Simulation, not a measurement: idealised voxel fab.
Module name: voxel ribs on slabs (process module)
155 nm wide, 5 nm square cells: that's cross-section cut.
Square cells in a grid make up a cross-section in this document, and the grid is given as bands, listed from the top down, each one or more rows of cells. Band: top height; bottom height; in nm. Then, left to right: material with width in nm, for each material. "throughout": a single material spanning edge to edge. "blank": empty space. The reference from which all heights are counted is 0, the level beneath which the as-received wafer is entirely one material; the lowest band, having no lower bound, proceeds downward and is written after the example "top 0, no bottom". You'd read "30..40" like this: the band's top row of cells is as wide as the first number, its bottom row is as wide as the second, and going down, every row changes width by the same amount as the row before did. Reading "nothing different" for a step: not a cell of the cross-section changed in it. Enclosed voids (no open way to top), threshold 8 cells or more, entry "Enclosed internal voids", notation width x height at distance, distance from left edge, nm. Where a step's line continues beyond its settings, the continuation is a remark by the simulator itself on that step. If you see "overlay nm" on a step's line and that step has a mask, it's telling you how far right of where it was planned the mask ended up; a negative number means it went left instead.

### The steps planned for the process are as follows
1,RECEIVE: material Si
2,DIRECTIONAL_DEP: material SiO2, thk nm 20
3,DIRECTIONAL_DEP: material SiN, thk nm 20
4,PATTERN: tone cover, mask id RIB, material resist, width nm 15, thk nm 15, overlay nm 0
5,DIRECTIONAL_ETCH: etch materials SiN, depth nm 10
6,STRIP: etch materials resist
7,MASKED_ETCH: tone cover, mask id SLAB, width nm 75, etch materials SiN, depth nm 10, overlay nm 0
8,FILL_DEP: material SiO2, thk nm 25
9,CMP: height nm 60
10,DIRECTIONAL_DEP: material TiN, thk nm 5
11,PATTERN: tone cover, mask id HEATER, material resist, width nm 25, thk nm 20, overlay nm 0
12,DIRECTIONAL_ETCH: etch materials TiN, depth nm 5
13,STRIP: etch materials resist
14,CONFORMAL_DEP: material SiN, thk nm 10

### Cross-sectional view of the wafer in its as-received condition, corresponding to the state after step 1
  top 0, no bottom | Si throughout
  Enclosed internal voids: none

### The first of the two wafers as seen in cross-section once the module was finished; processing followed the plan
  top 75, bottom 70 | blank=55; SiN=45; blank=55
  top 70, bottom 65 | SiN throughout
  top 65, bottom 60 | SiN=65; TiN=25; SiN=65
  top 60, bottom 40 | SiO2 throughout
  top 40, bottom 30 | SiO2=70; SiN=15; SiO2=70
  top 30, bottom 20 | SiO2=40; SiN=75; SiO2=40
  top 20, bottom 0 | SiO2 throughout
  top 0, no bottom | Si throughout
  Enclosed internal voids: none

### End of module, second wafer, cross-section. Started like the first, planned like the first, run with one mistake
  top 70, bottom 65 | blank=55; SiN=45; blank=55
  top 65, bottom 60 | SiN throughout
  top 60, bottom 55 | SiN=65; TiN=25; SiN=65
  top 55, bottom 40 | SiO2 throughout
  top 40, bottom 30 | SiO2=70; SiN=15; SiO2=70
  top 30, bottom 20 | SiO2=40; SiN=75; SiO2=40
  top 20, bottom 0 | SiO2 throughout
  top 0, no bottom | Si throughout
  Enclosed internal voids: none
Misprocessing identified: step 9 ran differently from the plan; actual operation with settings: CMP: height nm 55
Count the cells at the end and the second wafer has more or fewer of some materials than the first: -31 SiO2
